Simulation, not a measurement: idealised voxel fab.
Name of the process module below: voxel capacitor over wiring
The cross-section shown here is cut; it is 190 nm wide and divided into square cells measuring 5 nm on a side.
In what follows, cross-sections appear as grids of square cells, described through bands that run from the top down, where every band is one or more rows of cells.
Look at the band entry: it leads with the top's height and the bottom's height in nm. Then it lists the materials left to right, with a width in nm for each. The word "edge to edge" on a single material says that material fills the band edge to edge. The word "empty" is empty space.
Height reference: 0 = level under which incoming wafer is all one material. Lowest band: no bottom, runs on downward, e.g. "0 and below".
It should be noted that a width expressed as "30..40" varies in equal increments from row to row of cells within the band, taking the value of the first number at the top row and that of the second number at the bottom row.
No cell of the cross-section changed in a step that is given as "nothing altered".
Closed empty spaces (no open way to the top) of 8 cells or more are what "Closed void entries" lists, each as width x height at distance from the left edge, nm for all three.
after a step's settings: what the simulator itself notes on the step
What "overlay nm" on a step's line means: if the step has a mask, that mask lay this far to the right of its planned place, or, when the value is negative, to the left.
What follows is a series of pairs. Each pair shows a cross-section before one process step and the cross-section after it, and the after view is drawn only down to the lowest band that changed. Beneath each pair is the step that lies between the two, with its settings. Pairs may come from different runs of this module on the same starting wafer, so a pair continues from the one above it only where its entry headed "Cross-section, before" says so.

**Cross-section, before**
- 0 and below  Si edge to edge
- Closed void entries: none

**Result of Step**
- 10 down to 0  SiO2 edge to edge
- Below 0, the layers are the same as they were.
- Closed void entries: none
The two cross-sections above are separated by a single process step, namely op CONFORMAL_DEP | material SiO2 | thk nm 10

Cross-section, before: unchanged from the after cross-section in the pair immediately above; refer to that figure.

**Result of Step**
- 15 down to 10  TiN edge to edge
- Below 10, the layers are the same as they were.
- Closed void entries: none
The two cross-sections above are separated by a single process step, namely op DIRECTIONAL_DEP | material TiN | thk nm 5

Cross-section, before: unchanged from the after cross-section in the pair immediately above; refer to that figure.

**Result of Step**
- 40 down to 15  Ru edge to edge
- Below 15, the layers are the same as they were.
- Closed void entries: none
The two cross-sections above are separated by a single process step, namely op DIRECTIONAL_DEP | material Ru | thk nm 25

Cross-section, before: unchanged from the after cross-section in the pair immediately above; refer to that figure.

**Result of Step**
- 55 down to 40  empty: 45; resist: 20; empty: 55; resist: 20; empty: 50
- Below 40, the layers are the same as they were.
- Closed void entries: none
The two cross-sections above are separated by a single process step, namely op PATTERN | tone cover | mask id METAL_1 | material resist | width nm 20 | pitch nm 75 | thk nm 15 | overlay nm 0

Cross-section, before: unchanged from the after cross-section in the pair immediately above; refer to that figure.

**Result of Step**
- 55 down to 40  empty: 45; resist: 20; empty: 55; resist: 20; empty: 50
- 40 down to 15  empty: 45; Ru: 20; empty: 55; Ru: 20; empty: 50
- Below 15, the layers are the same as they were.
- Closed void entries: none
The two cross-sections above are separated by a single process step, namely op DIRECTIONAL_ETCH | etch materials Ru | depth nm 25

Cross-section, before: unchanged from the after cross-section in the pair immediately above; refer to that figure.

**Result of Step**
- 55 down to 40  empty: 45; resist: 20; empty: 55; resist: 20; empty: 50
- 40 down to 15  empty: 45; Ru: 20; empty: 55; Ru: 20; empty: 50
- 15 down to 10  empty: 45; TiN: 20; empty: 55; TiN: 20; empty: 50
- Below 10, the layers are the same as they were.
- Closed void entries: none
The two cross-sections above are separated by a single process step, namely op DIRECTIONAL_ETCH | etch materials TiN | depth nm 5

Cross-section, before: unchanged from the after cross-section in the pair immediately above; refer to that figure.

**Result of Step**
- 40 down to 15  empty: 45; Ru: 20; empty: 55; Ru: 20; empty: 50
- Below 15, the layers are the same as they were.
- Closed void entries: none
The two cross-sections above are separated by a single process step, namely op STRIP | etch materials resist

Cross-section, before: unchanged from the after cross-section in the pair immediately above; refer to that figure.

**Result of Step**
- 50 down to 40  SiO2 edge to edge
- 40 down to 15  SiO2: 45; Ru: 20; SiO2: 55; Ru: 20; SiO2: 50
- 15 down to 10  SiO2: 45; TiN: 20; SiO2: 55; TiN: 20; SiO2: 50
- Below 10, the layers are the same as they were.
- Closed void entries: none
The two cross-sections above are separated by a single process step, namely op FILL_DEP | material SiO2 | thk nm 10

Cross-section, before: unchanged from the after cross-section in the pair immediately above; refer to that figure.

**Result of Step**
- 40 down to 15  SiO2: 45; Ru: 20; SiO2: 55; Ru: 20; SiO2: 50
- Below 15, the layers are the same as they were.
- Closed void entries: none
The two cross-sections above are separated by a single process step, namely op CMP | height nm 40

Cross-section, before: unchanged from the after cross-section in the pair immediately above; refer to that figure.

**Result of Step**
- 45 down to 40  SiCN edge to edge
- Below 40, the layers are the same as they were.
- Closed void entries: none
The two cross-sections above are separated by a single process step, namely op CONFORMAL_DEP | material SiCN | thk nm 5

Cross-section, before: unchanged from the after cross-section in the pair immediately above; refer to that figure.

**Result of Step**
- 55 down to 45  SiO2 edge to edge
- Below 45, the layers are the same as they were.
- Closed void entries: none
The two cross-sections above are separated by a single process step, namely op DIRECTIONAL_DEP | material SiO2 | thk nm 10

Cross-section, before: unchanged from the after cross-section in the pair immediately above; refer to that figure.

**Result of Step**
- 75 down to 55  resist: 50; empty: 15; resist: 125
- Below 55, the layers are the same as they were.
- Closed void entries: none
The two cross-sections above are separated by a single process step, namely op PATTERN | tone open | mask id PLUG_1 | material resist | width nm 15 | thk nm 20 | overlay nm 0

Cross-section, before: unchanged from the after cross-section in the pair immediately above; refer to that figure.

**Result of Step**
- 75 down to 55  resist: 50; empty: 15; resist: 125
- 55 down to 45  SiO2: 50; empty: 15; SiO2: 125
- Below 45, the layers are the same as they were.
- Closed void entries: none
The two cross-sections above are separated by a single process step, namely op DIRECTIONAL_ETCH | etch materials SiO2 | depth nm 10

Cross-section, before: unchanged from the after cross-section in the pair immediately above; refer to that figure.

**Result of Step**
- 75 down to 55  resist: 50; empty: 15; resist: 125
- 55 down to 45  SiO2: 50; empty: 15; SiO2: 125
- 45 down to 40  SiCN: 50; empty: 15; SiCN: 125
- Below 40, the layers are the same as they were.
- Closed void entries: none
The two cross-sections above are separated by a single process step, namely op DIRECTIONAL_ETCH | etch materials SiCN | depth nm 5

Cross-section, before: unchanged from the after cross-section in the pair immediately above; refer to that figure.

**Result of Step**
- 55 down to 45  SiO2: 50; empty: 15; SiO2: 125
- Below 45, the layers are the same as they were.
- Closed void entries: none
The two cross-sections above are separated by a single process step, namely op STRIP | etch materials resist

Cross-section, before: unchanged from the after cross-section in the pair immediately above; refer to that figure.

**Result of Step**
- 55 down to 50  SiO2: 50; empty: 15; SiO2: 125
- 50 down to 45  SiO2: 50; Ru: 15; SiO2: 125
- 45 down to 40  SiCN: 50; Ru: 15; SiCN: 125
- Below 40, the layers are the same as they were.
- Closed void entries: none
The two cross-sections above are separated by a single process step, namely op EPI | material Ru | thk nm 10

Cross-section, before: unchanged from the after cross-section in the pair immediately above; refer to that figure.

**Result of Step**
- 55 down to 45  SiO2: 50; Ru: 15; SiO2: 125
- Below 45, the layers are the same as they were.
- Closed void entries: none
The two cross-sections above are separated by a single process step, namely op EPI | material Ru | thk nm 5

Cross-section, before: unchanged from the after cross-section in the pair immediately above; refer to that figure.

**Result of Step**
- 65 down to 55  TiN edge to edge
- Below 55, the layers are the same as they were.
- Closed void entries: none
The two cross-sections above are separated by a single process step, namely op DIRECTIONAL_DEP | material TiN | thk nm 10

Cross-section, before: unchanged from the after cross-section in the pair immediately above; refer to that figure.

**Result of Step**
- 70 down to 65  HfO2 edge to edge
- Below 65, the layers are the same as they were.
- Closed void entries: none
The two cross-sections above are separated by a single process step, namely op DIRECTIONAL_DEP | material HfO2 | thk nm 5

Cross-section, before: unchanged from the after cross-section in the pair immediately above; refer to that figure.

**Result of Step**
- 80 down to 70  TiN edge to edge
- Below 70, the layers are the same as they were.
- Closed void entries: none
The two cross-sections above are separated by a single process step, namely op DIRECTIONAL_DEP | material TiN | thk nm 10

Cross-section, before: unchanged from the after cross-section in the pair immediately above; refer to that figure.

**Result of Step**
- 100 down to 80  empty: 50; resist: 60; empty: 80
- Below 80, the layers are the same as they were.
- Closed void entries: none
The two cross-sections above are separated by a single process step, namely op PATTERN | tone cover | mask id UPPER_PLATE | material resist | width nm 60 | thk nm 20 | overlay nm 0

Cross-section, before: unchanged from the after cross-section in the pair immediately above; refer to that figure.

**Result of Step**
- 100 down to 80  empty: 50; resist: 60; empty: 80
- 80 down to 70  empty: 50; TiN: 60; empty: 80
- Below 70, the layers are the same as they were.
- Closed void entries: none
The two cross-sections above are separated by a single process step, namely op DIRECTIONAL_ETCH | etch materials TiN | depth nm 10

Cross-section, before: unchanged from the after cross-section in the pair immediately above; refer to that figure.

**Result of Step**
- 100 down to 80  empty: 50; resist: 60; empty: 80
- 80 down to 70  empty: 50; TiN: 60; empty: 80
- 70 down to 65  empty: 50; HfO2: 60; empty: 80
- Below 65, the layers are the same as they were.
- Closed void entries: none
The two cross-sections above are separated by a single process step, namely op DIRECTIONAL_ETCH | etch materials HfO2 | depth nm 5

Cross-section, before: unchanged from the after cross-section in the pair immediately above; refer to that figure.

**Result of Step**
- 80 down to 70  empty: 50; TiN: 60; empty: 80
- Below 70, the layers are the same as they were.
- Closed void entries: none
The two cross-sections above are separated by a single process step, namely op STRIP | etch materials resist

Cross-section, before: unchanged from the after cross-section in the pair immediately above; refer to that figure.

**Result of Step**
- 90 down to 80  empty: 50; aC: 60; empty: 80
- 80 down to 75  empty: 50; TiN: 60; empty: 80
- 75 down to 70  aC: 50; TiN: 60; aC: 80
- 70 down to 65  aC: 50; HfO2: 60; aC: 80
- Below 65, the layers are the same as they were.
- Closed void entries: none
The two cross-sections above are separated by a single process step, namely op DIRECTIONAL_DEP | material aC | thk nm 10

Cross-section, before: unchanged from the after cross-section in the pair immediately above; refer to that figure.

**Result of Step**
- 120 down to 90  empty: 45; resist: 70; empty: 75
- 90 down to 80  empty: 45; resist: 5; aC: 60; resist: 5; empty: 75
- 80 down to 75  empty: 45; resist: 5; TiN: 60; resist: 5; empty: 75
- Below 75, the layers are the same as they were.
- Closed void entries: none
The two cross-sections above are separated by a single process step, namely op PATTERN | tone cover | mask id LOWER_PLATE | material resist | width nm 70 | thk nm 30 | overlay nm 0

Cross-section, before: unchanged from the after cross-section in the pair immediately above; refer to that figure.

**Result of Step**
- 110 down to 90  empty: 45; resist: 70; empty: 75
- 90 down to 80  empty: 45; resist: 5; aC: 60; resist: 5; empty: 75
- 80 down to 75  empty: 45; resist: 5; TiN: 60; resist: 5; empty: 75
- 75 down to 70  empty: 45; aC: 5; TiN: 60; aC: 5; empty: 75
- 70 down to 65  empty: 45; aC: 5; HfO2: 60; aC: 5; empty: 75
- Below 65, the layers are the same as they were.
- Closed void entries: none
The two cross-sections above are separated by a single process step, namely op DIRECTIONAL_ETCH | etch materials aC | depth nm 10

Cross-section, before: unchanged from the after cross-section in the pair immediately above; refer to that figure.

**Result of Step**
- 90 down to 80  empty: 50; aC: 60; empty: 80
- 80 down to 75  empty: 50; TiN: 60; empty: 80
- Below 75, the layers are the same as they were.
- Closed void entries: none
The two cross-sections above are separated by a single process step, namely op STRIP | etch materials resist

Cross-section, before: unchanged from the after cross-section in the pair immediately above; refer to that figure.

**Result of Step**
- 90 down to 80  empty: 50; aC: 60; empty: 80
- 80 down to 75  empty: 50; TiN: 60; empty: 80
- 75 down to 70  empty: 45; aC: 5; TiN: 60; aC: 5; empty: 75
- 70 down to 65  empty: 45; aC: 5; HfO2: 60; aC: 5; empty: 75
- 65 down to 55  empty: 45; TiN: 70; empty: 75
- Below 55, the layers are the same as they were.
- Closed void entries: none
The two cross-sections above are separated by a single process step, namely op DIRECTIONAL_ETCH | etch materials TiN | depth nm 10

Cross-section, before: unchanged from the after cross-section in the pair immediately above; refer to that figure.

**Result of Step**
- 80 down to 70  empty: 50; TiN: 60; empty: 80
- 70 down to 65  empty: 50; HfO2: 60; empty: 80
- Below 65, the layers are the same as they were.
- Closed void entries: none
The two cross-sections above are separated by a single process step, namely op STRIP | etch materials aC

Cross-section, before: unchanged from the after cross-section in the pair immediately above; refer to that figure.

**Result of Step**
- 95 down to 80  SiO2 edge to edge
- 80 down to 70  SiO2: 50; TiN: 60; SiO2: 80
- 70 down to 65  SiO2: 50; HfO2: 60; SiO2: 80
- 65 down to 55  SiO2: 45; TiN: 70; SiO2: 75
- Below 55, the layers are the same as they were.
- Closed void entries: none
The two cross-sections above are separated by a single process step, namely op FILL_DEP | material SiO2 | thk nm 15

Cross-section, before: unchanged from the after cross-section in the pair immediately above; refer to that figure.

**Result of Step**
- 90 down to 80  SiO2 edge to edge
- Below 80, the layers are the same as they were.
- Closed void entries: none
The two cross-sections above are separated by a single process step, namely op CMP | height nm 90

Cross-section, before: unchanged from the after cross-section in the pair immediately above; refer to that figure.

**Result of Step**
- 90 down to 80  SiO2: 60; empty: 15; SiO2: 115
- Below 80, the layers are the same as they were.
- Closed void entries: none
The two cross-sections above are separated by a single process step, namely op MASKED_ETCH | tone open | mask id PLUG_2 | width nm 15 | etch materials SiO2 | depth nm 10 | overlay nm 0

Cross-section, before: unchanged from the after cross-section in the pair immediately above; refer to that figure.

**Result of Step**
- 95 down to 90  TiN: 65; empty: 5; TiN: 120
- 90 down to 85  SiO2: 60; TiN: 5; empty: 5; TiN: 5; SiO2: 115
- 85 down to 80  SiO2: 60; TiN: 15; SiO2: 115
- Below 80, the layers are the same as they were.
- Closed void entries: none
The two cross-sections above are separated by a single process step, namely op CONFORMAL_DEP | material TiN | thk nm 5

Cross-section, before: unchanged from the after cross-section in the pair immediately above; refer to that figure.

**Result of Step**
- 100 down to 95  W edge to edge
- 95 down to 90  TiN: 65; W: 5; TiN: 120
- 90 down to 85  SiO2: 60; TiN: 5; W: 5; TiN: 5; SiO2: 115
- Below 85, the layers are the same as they were.
- Closed void entries: none
The two cross-sections above are separated by a single process step, namely op FILL_DEP | material W | thk nm 5

Cross-section, before: unchanged from the after cross-section in the pair immediately above; refer to that figure.

**Result of Step**
- 90 down to 85  SiO2: 60; TiN: 5; W: 5; TiN: 5; SiO2: 115
- Below 85, the layers are the same as they were.
- Closed void entries: none
The two cross-sections above are separated by a single process step, namely op CMP | height nm 90

Cross-section, before: unchanged from the after cross-section in the pair immediately above; refer to that figure.

**Result of Step**
- 95 down to 90  SiCN edge to edge
- Below 90, the layers are the same as they were.
- Closed void entries: none
The two cross-sections above are separated by a single process step, namely op CONFORMAL_DEP | material SiCN | thk nm 5

**Cross-section, before**
- 55 down to 45  SiO2: 50; empty: 15; SiO2: 125
- 45 down to 40  SiCN: 50; empty: 15; SiCN: 125
- 40 down to 15  SiO2: 45; Ru: 20; SiO2: 55; Ru: 20; SiO2: 50
- 15 down to 10  SiO2: 45; TiN: 20; SiO2: 55; TiN: 20; SiO2: 50
- 10 down to 0  SiO2 edge to edge
- 0 and below  Si edge to edge
- Closed void entries: none

**Result of Step**
- 55 down to 45  SiO2: 50; empty: 15; SiO2: 125
- 45 down to 40  SiCN: 50; Ru: 15; SiCN: 125
- Below 40, the layers are the same as they were.
- Closed void entries: none
The two cross-sections above are separated by a single process step, namely op EPI | material Ru | thk nm 5

Cross-section, before: unchanged from the after cross-section in the pair immediately above; refer to that figure.

**Result of Step**
- 65 down to 55  TiN: 50; empty: 15; TiN: 125
- 55 down to 45  SiO2: 50; TiN: 15; SiO2: 125
- Below 45, the layers are the same as they were.
- Closed void entries: none
The two cross-sections above are separated by a single process step, namely op DIRECTIONAL_DEP | material TiN | thk nm 10

Cross-section, before: unchanged from the after cross-section in the pair immediately above; refer to that figure.

**Result of Step**
- 70 down to 65  HfO2: 50; empty: 15; HfO2: 125
- 65 down to 60  TiN: 50; empty: 15; TiN: 125
- 60 down to 55  TiN: 50; HfO2: 15; TiN: 125
- Below 55, the layers are the same as they were.
- Closed void entries: none
The two cross-sections above are separated by a single process step, namely op DIRECTIONAL_DEP | material HfO2 | thk nm 5

Cross-section, before: unchanged from the after cross-section in the pair immediately above; refer to that figure.

**Result of Step**
- 80 down to 70  TiN: 50; empty: 15; TiN: 125
- 70 down to 65  HfO2: 50; TiN: 15; HfO2: 125
- 65 down to 60  TiN edge to edge
- Below 60, the layers are the same as they were.
- Closed void entries: none
The two cross-sections above are separated by a single process step, namely op DIRECTIONAL_DEP | material TiN | thk nm 10

Cross-section, before: unchanged from the after cross-section in the pair immediately above; refer to that figure.

**Result of Step**
- 100 down to 80  empty: 50; resist: 60; empty: 80
- 80 down to 70  TiN: 50; resist: 15; TiN: 125
- Below 70, the layers are the same as they were.
- Closed void entries: none
The two cross-sections above are separated by a single process step, namely op PATTERN | tone cover | mask id UPPER_PLATE | material resist | width nm 60 | thk nm 20 | overlay nm 0

Cross-section, before: unchanged from the after cross-section in the pair immediately above; refer to that figure.

**Result of Step**
- 100 down to 80  empty: 50; resist: 60; empty: 80
- 80 down to 70  empty: 50; resist: 15; TiN: 45; empty: 80
- Below 70, the layers are the same as they were.
- Closed void entries: none
The two cross-sections above are separated by a single process step, namely op DIRECTIONAL_ETCH | etch materials TiN | depth nm 10

Cross-section, before: unchanged from the after cross-section in the pair immediately above; refer to that figure.

**Result of Step**
- 100 down to 80  empty: 50; resist: 60; empty: 80
- 80 down to 70  empty: 50; resist: 15; TiN: 45; empty: 80
- 70 down to 65  empty: 50; TiN: 15; HfO2: 45; empty: 80
- Below 65, the layers are the same as they were.
- Closed void entries: none
The two cross-sections above are separated by a single process step, namely op DIRECTIONAL_ETCH | etch materials HfO2 | depth nm 5

Cross-section, before: unchanged from the after cross-section in the pair immediately above; refer to that figure.

**Result of Step**
- 80 down to 70  empty: 65; TiN: 45; empty: 80
- Below 70, the layers are the same as they were.
- Closed void entries: none
The two cross-sections above are separated by a single process step, namely op STRIP | etch materials resist

Cross-section, before: unchanged from the after cross-section in the pair immediately above; refer to that figure.

**Result of Step**
- 90 down to 80  empty: 65; aC: 45; empty: 80
- 80 down to 75  empty: 50; aC: 15; TiN: 45; empty: 80
- 75 down to 70  aC: 65; TiN: 45; aC: 80
- 70 down to 65  aC: 50; TiN: 15; HfO2: 45; aC: 80
- Below 65, the layers are the same as they were.
- Closed void entries: none
The two cross-sections above are separated by a single process step, namely op DIRECTIONAL_DEP | material aC | thk nm 10

Cross-section, before: unchanged from the after cross-section in the pair immediately above; refer to that figure.

**Result of Step**
- 120 down to 90  empty: 45; resist: 70; empty: 75
- 90 down to 80  empty: 45; resist: 20; aC: 45; resist: 5; empty: 75
- 80 down to 75  empty: 45; resist: 5; aC: 15; TiN: 45; resist: 5; empty: 75
- Below 75, the layers are the same as they were.
- Closed void entries: none
The two cross-sections above are separated by a single process step, namely op PATTERN | tone cover | mask id LOWER_PLATE | material resist | width nm 70 | thk nm 30 | overlay nm 0

Cross-section, before: unchanged from the after cross-section in the pair immediately above; refer to that figure.

**Result of Step**
- 110 down to 90  empty: 45; resist: 70; empty: 75
- 90 down to 80  empty: 45; resist: 20; aC: 45; resist: 5; empty: 75
- 80 down to 75  empty: 45; resist: 5; aC: 15; TiN: 45; resist: 5; empty: 75
- 75 down to 70  empty: 45; aC: 20; TiN: 45; aC: 5; empty: 75
- 70 down to 65  empty: 45; aC: 5; TiN: 15; HfO2: 45; aC: 5; empty: 75
- Below 65, the layers are the same as they were.
- Closed void entries: none
The two cross-sections above are separated by a single process step, namely op DIRECTIONAL_ETCH | etch materials aC | depth nm 10

Cross-section, before: unchanged from the after cross-section in the pair immediately above; refer to that figure.

**Result of Step**
- 90 down to 80  empty: 65; aC: 45; empty: 80
- 80 down to 75  empty: 50; aC: 15; TiN: 45; empty: 80
- Below 75, the layers are the same as they were.
- Closed void entries: none
The two cross-sections above are separated by a single process step, namely op STRIP | etch materials resist

Cross-section, before: unchanged from the after cross-section in the pair immediately above; refer to that figure.

**Result of Step**
- 90 down to 80  empty: 65; aC: 45; empty: 80
- 80 down to 75  empty: 50; aC: 15; TiN: 45; empty: 80
- 75 down to 70  empty: 45; aC: 20; TiN: 45; aC: 5; empty: 75
- 70 down to 65  empty: 45; aC: 5; TiN: 15; HfO2: 45; aC: 5; empty: 75
- 65 down to 60  empty: 45; TiN: 70; empty: 75
- 60 down to 55  empty: 45; TiN: 5; HfO2: 15; TiN: 50; empty: 75
- Below 55, the layers are the same as they were.
- Closed void entries: none
The two cross-sections above are separated by a single process step, namely op DIRECTIONAL_ETCH | etch materials TiN | depth nm 10

Cross-section, before: unchanged from the after cross-section in the pair immediately above; refer to that figure.

**Result of Step**
- 80 down to 70  empty: 65; TiN: 45; empty: 80
- 70 down to 65  empty: 50; TiN: 15; HfO2: 45; empty: 80
- Below 65, the layers are the same as they were.
- Closed void entries: none
The two cross-sections above are separated by a single process step, namely op STRIP | etch materials aC

Cross-section, before: unchanged from the after cross-section in the pair immediately above; refer to that figure.

**Result of Step**
- 95 down to 80  SiO2 edge to edge
- 80 down to 70  SiO2: 65; TiN: 45; SiO2: 80
- 70 down to 65  SiO2: 50; TiN: 15; HfO2: 45; SiO2: 80
- 65 down to 60  SiO2: 45; TiN: 70; SiO2: 75
- 60 down to 55  SiO2: 45; TiN: 5; HfO2: 15; TiN: 50; SiO2: 75
- Below 55, the layers are the same as they were.
- Closed void entries: none
The two cross-sections above are separated by a single process step, namely op FILL_DEP | material SiO2 | thk nm 15

Cross-section, before: unchanged from the after cross-section in the pair immediately above; refer to that figure.

**Result of Step**
- 90 down to 80  SiO2 edge to edge
- Below 80, the layers are the same as they were.
- Closed void entries: none
The two cross-sections above are separated by a single process step, namely op CMP | height nm 90

Cross-section, before: unchanged from the after cross-section in the pair immediately above; refer to that figure.

**Result of Step**
- 90 down to 80  SiO2: 60; empty: 15; SiO2: 115
- Below 80, the layers are the same as they were.
- Closed void entries: none
The two cross-sections above are separated by a single process step, namely op MASKED_ETCH | tone open | mask id PLUG_2 | width nm 15 | etch materials SiO2 | depth nm 10 | overlay nm 0

Cross-section, before: unchanged from the after cross-section in the pair immediately above; refer to that figure.

**Result of Step**
- 95 down to 90  TiN: 65; empty: 5; TiN: 120
- 90 down to 85  SiO2: 60; TiN: 5; empty: 5; TiN: 5; SiO2: 115
- 85 down to 80  SiO2: 60; TiN: 15; SiO2: 115
- Below 80, the layers are the same as they were.
- Closed void entries: none
The two cross-sections above are separated by a single process step, namely op CONFORMAL_DEP | material TiN | thk nm 5

Cross-section, before: unchanged from the after cross-section in the pair immediately above; refer to that figure.

**Result of Step**
- 100 down to 95  W edge to edge
- 95 down to 90  TiN: 65; W: 5; TiN: 120
- 90 down to 85  SiO2: 60; TiN: 5; W: 5; TiN: 5; SiO2: 115
- Below 85, the layers are the same as they were.
- Closed void entries: none
The two cross-sections above are separated by a single process step, namely op FILL_DEP | material W | thk nm 5

Cross-section, before: unchanged from the after cross-section in the pair immediately above; refer to that figure.

**Result of Step**
- 90 down to 85  SiO2: 60; TiN: 5; W: 5; TiN: 5; SiO2: 115
- Below 85, the layers are the same as they were.
- Closed void entries: none
The two cross-sections above are separated by a single process step, namely op CMP | height nm 90

Cross-section, before: unchanged from the after cross-section in the pair immediately above; refer to that figure.

**Result of Step**
- 95 down to 90  SiCN edge to edge
- Below 90, the layers are the same as they were.
- Closed void entries: none
The two cross-sections above are separated by a single process step, namely op CONFORMAL_DEP | material SiCN | thk nm 5

**Cross-section, before**
- 55 down to 50  SiO2: 50; empty: 15; SiO2: 125
- 50 down to 45  SiO2: 50; Ru: 15; SiO2: 125
- 45 down to 40  SiCN: 50; Ru: 15; SiCN: 125
- 40 down to 15  SiO2: 45; Ru: 20; SiO2: 55; Ru: 20; SiO2: 50
- 15 down to 10  SiO2: 45; TiN: 20; SiO2: 55; TiN: 20; SiO2: 50
- 10 down to 0  SiO2 edge to edge
- 0 and below  Si edge to edge
- Closed void entries: none

**Result of Step**
- 60 down to 55  empty: 45; Ru: 25; empty: 120
- 55 down to 45  SiO2: 50; Ru: 15; SiO2: 125
- Below 45, the layers are the same as they were.
- Closed void entries: none
The two cross-sections above are separated by a single process step, namely op EPI | material Ru | thk nm 10

Cross-section, before: unchanged from the after cross-section in the pair immediately above; refer to that figure.

**Result of Step**
- 65 down to 55  empty: 40; Ru: 35; empty: 115
- Below 55, the layers are the same as they were.
- Closed void entries: none
The two cross-sections above are separated by a single process step, namely op EPI | material Ru | thk nm 5

Cross-section, before: unchanged from the after cross-section in the pair immediately above; refer to that figure.

**Result of Step**
- 75 down to 65  empty: 40; TiN: 35; empty: 115
- 65 down to 55  TiN: 40; Ru: 35; TiN: 115
- Below 55, the layers are the same as they were.
- Closed void entries: none
The two cross-sections above are separated by a single process step, namely op DIRECTIONAL_DEP | material TiN | thk nm 10

Cross-section, before: unchanged from the after cross-section in the pair immediately above; refer to that figure.

**Result of Step**
- 80 down to 75  empty: 40; HfO2: 35; empty: 115
- 75 down to 70  empty: 40; TiN: 35; empty: 115
- 70 down to 65  HfO2: 40; TiN: 35; HfO2: 115
- Below 65, the layers are the same as they were.
- Closed void entries: none
The two cross-sections above are separated by a single process step, namely op DIRECTIONAL_DEP | material HfO2 | thk nm 5

Cross-section, before: unchanged from the after cross-section in the pair immediately above; refer to that figure.

**Result of Step**
- 90 down to 80  empty: 40; TiN: 35; empty: 115
- 80 down to 75  TiN: 40; HfO2: 35; TiN: 115
- 75 down to 70  TiN edge to edge
- Below 70, the layers are the same as they were.
- Closed void entries: none
The two cross-sections above are separated by a single process step, namely op DIRECTIONAL_DEP | material TiN | thk nm 10

Cross-section, before: unchanged from the after cross-section in the pair immediately above; refer to that figure.

**Result of Step**
- 110 down to 90  empty: 50; resist: 60; empty: 80
- 90 down to 80  empty: 40; TiN: 35; resist: 35; empty: 80
- Below 80, the layers are the same as they were.
- Closed void entries: none
The two cross-sections above are separated by a single process step, namely op PATTERN | tone cover | mask id UPPER_PLATE | material resist | width nm 60 | thk nm 20 | overlay nm 0

Cross-section, before: unchanged from the after cross-section in the pair immediately above; refer to that figure.

**Result of Step**
- 110 down to 90  empty: 50; resist: 60; empty: 80
- 90 down to 80  empty: 50; TiN: 25; resist: 35; empty: 80
- 80 down to 75  empty: 40; HfO2: 35; TiN: 35; empty: 80
- 75 down to 70  empty: 40; TiN: 70; empty: 80
- Below 70, the layers are the same as they were.
- Closed void entries: none
The two cross-sections above are separated by a single process step, namely op DIRECTIONAL_ETCH | etch materials TiN | depth nm 10

Cross-section, before: unchanged from the after cross-section in the pair immediately above; refer to that figure.

**Result of Step**
- 110 down to 90  empty: 50; resist: 60; empty: 80
- 90 down to 80  empty: 50; TiN: 25; resist: 35; empty: 80
- 80 down to 75  empty: 50; HfO2: 25; TiN: 35; empty: 80
- 75 down to 70  empty: 40; TiN: 70; empty: 80
- 70 down to 65  empty: 40; TiN: 35; HfO2: 35; empty: 80
- Below 65, the layers are the same as they were.
- Closed void entries: none
The two cross-sections above are separated by a single process step, namely op DIRECTIONAL_ETCH | etch materials HfO2 | depth nm 5

Cross-section, before: unchanged from the after cross-section in the pair immediately above; refer to that figure.

**Result of Step**
- 90 down to 80  empty: 50; TiN: 25; empty: 115
- Below 80, the layers are the same as they were.
- Closed void entries: none
The two cross-sections above are separated by a single process step, namely op STRIP | etch materials resist

Cross-section, before: unchanged from the after cross-section in the pair immediately above; refer to that figure.

**Result of Step**
- 100 down to 90  empty: 50; aC: 25; empty: 115
- 90 down to 85  empty: 50; TiN: 25; aC: 35; empty: 80
- 85 down to 80  empty: 40; aC: 10; TiN: 25; aC: 35; empty: 80
- 80 down to 75  empty: 40; aC: 10; HfO2: 25; TiN: 35; empty: 80
- 75 down to 70  aC: 40; TiN: 70; aC: 80
- 70 down to 65  aC: 40; TiN: 35; HfO2: 35; aC: 80
- Below 65, the layers are the same as they were.
- Closed void entries: none
The two cross-sections above are separated by a single process step, namely op DIRECTIONAL_DEP | material aC | thk nm 10

Cross-section, before: unchanged from the after cross-section in the pair immediately above; refer to that figure.

**Result of Step**
- 130 down to 100  empty: 45; resist: 70; empty: 75
- 100 down to 90  empty: 45; resist: 5; aC: 25; resist: 40; empty: 75
- 90 down to 85  empty: 45; resist: 5; TiN: 25; aC: 35; resist: 5; empty: 75
- 85 down to 80  empty: 40; aC: 10; TiN: 25; aC: 35; resist: 5; empty: 75
- 80 down to 75  empty: 40; aC: 10; HfO2: 25; TiN: 35; resist: 5; empty: 75
- Below 75, the layers are the same as they were.
- Closed void entries: none
The two cross-sections above are separated by a single process step, namely op PATTERN | tone cover | mask id LOWER_PLATE | material resist | width nm 70 | thk nm 30 | overlay nm 0

Cross-section, before: unchanged from the after cross-section in the pair immediately above; refer to that figure.

**Result of Step**
- 120 down to 100  empty: 45; resist: 70; empty: 75
- 100 down to 90  empty: 45; resist: 5; aC: 25; resist: 40; empty: 75
- 90 down to 85  empty: 45; resist: 5; TiN: 25; aC: 35; resist: 5; empty: 75
- 85 down to 80  empty: 45; aC: 5; TiN: 25; aC: 35; resist: 5; empty: 75
- 80 down to 75  empty: 45; aC: 5; HfO2: 25; TiN: 35; resist: 5; empty: 75
- 75 down to 70  empty: 40; TiN: 70; aC: 5; empty: 75
- 70 down to 65  empty: 40; TiN: 35; HfO2: 35; aC: 5; empty: 75
- Below 65, the layers are the same as they were.
- Closed void entries: none
The two cross-sections above are separated by a single process step, namely op DIRECTIONAL_ETCH | etch materials aC | depth nm 10

Cross-section, before: unchanged from the after cross-section in the pair immediately above; refer to that figure.

**Result of Step**
- 100 down to 90  empty: 50; aC: 25; empty: 115
- 90 down to 85  empty: 50; TiN: 25; aC: 35; empty: 80
- 85 down to 80  empty: 45; aC: 5; TiN: 25; aC: 35; empty: 80
- 80 down to 75  empty: 45; aC: 5; HfO2: 25; TiN: 35; empty: 80
- Below 75, the layers are the same as they were.
- Closed void entries: none
The two cross-sections above are separated by a single process step, namely op STRIP | etch materials resist
